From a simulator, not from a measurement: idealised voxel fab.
process module | voxel capacitor over wiring
cross-section cut | 295 nm wide | cells 5 nm
A cross-section is a grid of square cells, given in bands from the top down. A band is one or more rows of cells.
Each band's line starts with the height of the band's top and of its bottom, in nm. Then come its materials from left to right, each with its width in nm. One material with "throughout" fills the band from edge to edge. "air" is empty space.
Height 0 is the level under which the wafer as received is all one material. The lowest band goes on downwards, as in "0 down".
A width such as "30 to 40" changes by the same amount from each row of cells to the next, from the band's top row to its bottom row.
"no change" after a step means that no cell of the cross-section changed.
closed voids: empty space of 8 cells or more with no open way to the top, each as width x height at its distance from the left edge, in nm
after a step's settings: what the simulator itself notes on the step
overlay nm, on a step with a mask: how far to the right of its planned place the mask lay; to the left if negative
plan
1 op RECEIVE | material Si
2 op CONFORMAL_DEP | material SiO2 | thk nm 10
3 op CONFORMAL_DEP | material SiCN | thk nm 5
4 op DIRECTIONAL_DEP | material SiO2 | thk nm 25
5 op MASKED_ETCH | tone open | mask id METAL_1 | width nm 20 | pitch nm 85 | etch materials SiO2 | depth nm 25 | overlay nm 0
6 op MASKED_ETCH | tone open | mask id METAL_1 | width nm 20 | pitch nm 85 | etch materials SiCN | depth nm 5 | overlay nm 0
7 op CONFORMAL_DEP | material TiN | thk nm 5
8 op FILL_DEP | material W | thk nm 5
9 op CMP | height nm 40
10 op CONFORMAL_DEP | material SiCN | thk nm 5
11 op DIRECTIONAL_DEP | material lowk | thk nm 10
12 op DIRECTIONAL_DEP | material aC | thk nm 10
13 op PATTERN | tone open | mask id PLUG_1 | material resist | width nm 15 | thk nm 30 | overlay nm 0
14 op DIRECTIONAL_ETCH | etch materials aC | depth nm 10
15 op STRIP | etch materials resist
16 op DIRECTIONAL_ETCH | etch materials lowk | depth nm 10
17 op DIRECTIONAL_ETCH | etch materials SiCN | depth nm 5
18 op STRIP | etch materials aC
19 op EPI | material Ru | thk nm 10
20 op EPI | material Ru | thk nm 5
21 op DIRECTIONAL_DEP | material TiN | thk nm 10
22 op DIRECTIONAL_DEP | material HfO2 | thk nm 5
23 op DIRECTIONAL_DEP | material TiN | thk nm 5
24 op MASKED_ETCH | tone cover | mask id UPPER_PLATE | width nm 70 | etch materials TiN | depth nm 5 | overlay nm 0
25 op MASKED_ETCH | tone cover | mask id UPPER_PLATE | width nm 70 | etch materials HfO2 | depth nm 5 | overlay nm 0
26 op MASKED_ETCH | tone cover | mask id LOWER_PLATE | width nm 80 | etch materials TiN | depth nm 10 | overlay nm 0
27 op FILL_DEP | material SiO2 | thk nm 15
28 op CMP | height nm 85
29 op PATTERN | tone open | mask id PLUG_2 | material resist | width nm 15 | thk nm 20 | overlay nm 0
30 op DIRECTIONAL_ETCH | etch materials SiO2 | depth nm 10
31 op STRIP | etch materials resist
32 op CONFORMAL_DEP | material TiN | thk nm 5
33 op FILL_DEP | material Ru | thk nm 5
34 op CMP | height nm 85
35 op CONFORMAL_DEP | material SiCN | thk nm 5
first wafer, as planned
as received, after step 1
  0 down: Si throughout
  closed voids: none
after step 2
  10 to 0: SiO2 throughout
  below 0: unchanged
after step 3
  15 to 10: SiCN throughout
  below 10: unchanged
after step 4
  40 to 15: SiO2 throughout
  below 15: unchanged
after step 5
  40 to 15: SiO2 95 | air 20 | SiO2 65 | air 20 | SiO2 95
  below 15: unchanged
after step 6
  40 to 15: SiO2 95 | air 20 | SiO2 65 | air 20 | SiO2 95
  15 to 10: SiCN 95 | air 20 | SiCN 65 | air 20 | SiCN 95
  below 10: unchanged
after step 7
  45 to 40: TiN 100 | air 10 | TiN 75 | air 10 | TiN 100
  40 to 15: SiO2 95 | TiN 5 | air 10 | TiN 5 | SiO2 65 | TiN 5 | air 10 | TiN 5 | SiO2 95
  15 to 10: SiCN 95 | TiN 20 | SiCN 65 | TiN 20 | SiCN 95
  below 10: unchanged
after step 8
  50 to 45: W throughout
  45 to 40: TiN 100 | W 10 | TiN 75 | W 10 | TiN 100
  40 to 15: SiO2 95 | TiN 5 | W 10 | TiN 5 | SiO2 65 | TiN 5 | W 10 | TiN 5 | SiO2 95
  below 15: unchanged
after step 9
  40 to 15: SiO2 95 | TiN 5 | W 10 | TiN 5 | SiO2 65 | TiN 5 | W 10 | TiN 5 | SiO2 95
  below 15: unchanged
after step 10
  45 to 40: SiCN throughout
  below 40: unchanged
after step 11
  55 to 45: lowk throughout
  below 45: unchanged
after step 12
  65 to 55: aC throughout
  below 55: unchanged
after step 13
  95 to 65: resist 100 | air 15 | resist 180
  below 65: unchanged
after step 14
  85 to 65: resist 100 | air 15 | resist 180
  65 to 55: aC 100 | air 15 | aC 180
  below 55: unchanged
after step 15
  65 to 55: aC 100 | air 15 | aC 180
  below 55: unchanged
after step 16
  65 to 55: aC 100 | air 15 | aC 180
  55 to 45: lowk 100 | air 15 | lowk 180
  below 45: unchanged
after step 17
  65 to 55: aC 100 | air 15 | aC 180
  55 to 45: lowk 100 | air 15 | lowk 180
  45 to 40: SiCN 100 | air 15 | SiCN 180
  below 40: unchanged
after step 18
  55 to 45: lowk 100 | air 15 | lowk 180
  below 45: unchanged
after step 19
  55 to 50: lowk 100 | air 15 | lowk 180
  50 to 45: lowk 100 | Ru 15 | lowk 180
  45 to 40: SiCN 100 | Ru 15 | SiCN 180
  below 40: unchanged
after step 20
  55 to 45: lowk 100 | Ru 15 | lowk 180
  below 45: unchanged
after step 21
  65 to 55: TiN throughout
  below 55: unchanged
after step 22
  70 to 65: HfO2 throughout
  below 65: unchanged
after step 23
  75 to 70: TiN throughout
  below 70: unchanged
after step 24
  75 to 70: air 100 | TiN 70 | air 125
  below 70: unchanged
after step 25
  75 to 70: air 100 | TiN 70 | air 125
  70 to 65: air 100 | HfO2 70 | air 125
  below 65: unchanged
after step 26
  75 to 70: air 100 | TiN 70 | air 125
  70 to 65: air 100 | HfO2 70 | air 125
  65 to 55: air 95 | TiN 80 | air 120
  below 55: unchanged
after step 27
  90 to 75: SiO2 throughout
  75 to 70: SiO2 100 | TiN 70 | SiO2 125
  70 to 65: SiO2 100 | HfO2 70 | SiO2 125
  65 to 55: SiO2 95 | TiN 80 | SiO2 120
  below 55: unchanged
after step 28
  85 to 75: SiO2 throughout
  below 75: unchanged
after step 29
  105 to 85: resist 110 | air 15 | resist 170
  below 85: unchanged
after step 30
  105 to 85: resist 110 | air 15 | resist 170
  85 to 75: SiO2 110 | air 15 | SiO2 170
  below 75: unchanged
after step 31
  85 to 75: SiO2 110 | air 15 | SiO2 170
  below 75: unchanged
after step 32
  90 to 85: TiN 115 | air 5 | TiN 175
  85 to 80: SiO2 110 | TiN 5 | air 5 | TiN 5 | SiO2 170
  80 to 70: SiO2 110 to 100 | TiN 15 to 70 | SiO2 170 to 125
  below 70: unchanged
after step 33
  95 to 90: Ru throughout
  90 to 85: TiN 115 | Ru 5 | TiN 175
  85 to 80: SiO2 110 | TiN 5 | Ru 5 | TiN 5 | SiO2 170
  below 80: unchanged
after step 34
  85 to 80: SiO2 110 | TiN 5 | Ru 5 | TiN 5 | SiO2 170
  below 80: unchanged
after step 35
  90 to 85: SiCN throughout
  below 85: unchanged
second wafer: like start, like plan, one mistake. Through step 9 it matches the first wafer
when step 10 should have ended
  45 to 40: W throughout
  below 40: unchanged
when step 11 should have ended
  55 to 45: lowk throughout
  below 45: unchanged
when step 12 should have ended
  65 to 55: aC throughout
  below 55: unchanged
when step 13 should have ended
  95 to 65: resist 100 | air 15 | resist 180
  below 65: unchanged
when step 14 should have ended
  85 to 65: resist 100 | air 15 | resist 180
  65 to 55: aC 100 | air 15 | aC 180
  below 55: unchanged
when step 15 should have ended
  65 to 55: aC 100 | air 15 | aC 180
  below 55: unchanged
when step 16 should have ended
  65 to 55: aC 100 | air 15 | aC 180
  55 to 45: lowk 100 | air 15 | lowk 180
  below 45: unchanged
when step 17 should have ended: no change
when step 18 should have ended
  55 to 45: lowk 100 | air 15 | lowk 180
  below 45: unchanged
when step 19 should have ended
  55 to 45: lowk 100 | Ru 15 | lowk 180
  below 45: unchanged
when step 20 should have ended
  60 to 55: air 95 | Ru 25 | air 175
  below 55: unchanged
when step 21 should have ended
  70 to 65: air 95 | TiN 25 | air 175
  65 to 60: TiN throughout
  60 to 55: TiN 95 | Ru 25 | TiN 175
  below 55: unchanged
when step 22 should have ended
  75 to 70: air 95 | HfO2 25 | air 175
  70 to 65: HfO2 95 | TiN 25 | HfO2 175
  below 65: unchanged
when step 23 should have ended
  80 to 75: air 95 | TiN 25 | air 175
  75 to 70: TiN 95 | HfO2 25 | TiN 175
  below 70: unchanged
when step 24 should have ended
  80 to 75: air 100 | TiN 20 | air 175
  75 to 70: air 95 | HfO2 25 | TiN 50 | air 125
  below 70: unchanged
when step 25 should have ended
  80 to 75: air 100 | TiN 20 | air 175
  75 to 70: air 100 | HfO2 20 | TiN 50 | air 125
  70 to 65: air 95 | TiN 25 | HfO2 50 | air 125
  below 65: unchanged
when step 26 should have ended
  80 to 75: air 100 | TiN 20 | air 175
  75 to 70: air 100 | HfO2 20 | TiN 50 | air 125
  70 to 65: air 95 | TiN 25 | HfO2 50 | air 125
  65 to 60: air 95 | TiN 80 | air 120
  60 to 55: air 95 | Ru 25 | TiN 55 | air 120
  below 55: unchanged
when step 27 should have ended
  95 to 80: SiO2 throughout
  80 to 75: SiO2 100 | TiN 20 | SiO2 175
  75 to 70: SiO2 100 | HfO2 20 | TiN 50 | SiO2 125
  70 to 65: SiO2 95 | TiN 25 | HfO2 50 | SiO2 125
  65 to 60: SiO2 95 | TiN 80 | SiO2 120
  60 to 55: SiO2 95 | Ru 25 | TiN 55 | SiO2 120
  below 55: unchanged
when step 28 should have ended
  85 to 80: SiO2 throughout
  below 80: unchanged
when step 29 should have ended
  105 to 85: resist 110 | air 15 | resist 170
  below 85: unchanged
when step 30 should have ended
  105 to 85: resist 110 | air 15 | resist 170
  85 to 80: SiO2 110 | air 15 | SiO2 170
  80 to 75: SiO2 100 | TiN 20 | air 5 | SiO2 170
  below 75: unchanged
when step 31 should have ended
  85 to 80: SiO2 110 | air 15 | SiO2 170
  below 80: unchanged
when step 32 should have ended
  90 to 85: TiN 115 | air 5 | TiN 175
  85 to 75: SiO2 110 to 100 | TiN 15 to 25 | SiO2 170
  below 75: unchanged
when step 33 should have ended
  95 to 90: Ru throughout
  90 to 85: TiN 115 | Ru 5 | TiN 175
  below 85: unchanged
when step 34 should have ended
  85 to 75: SiO2 110 to 100 | TiN 15 to 25 | SiO2 170
  below 75: unchanged
when step 35 should have ended
  90 to 85: SiCN throughout
  below 85: unchanged
what went wrong: step 10 ran as: op CONFORMAL_DEP | material W | thk nm 5
at the end the second wafer has, in cells: 1 more of Ru | 56 fewer of SiCN | 3 fewer of SiO2 | 1 fewer of TiN | 59 more of W
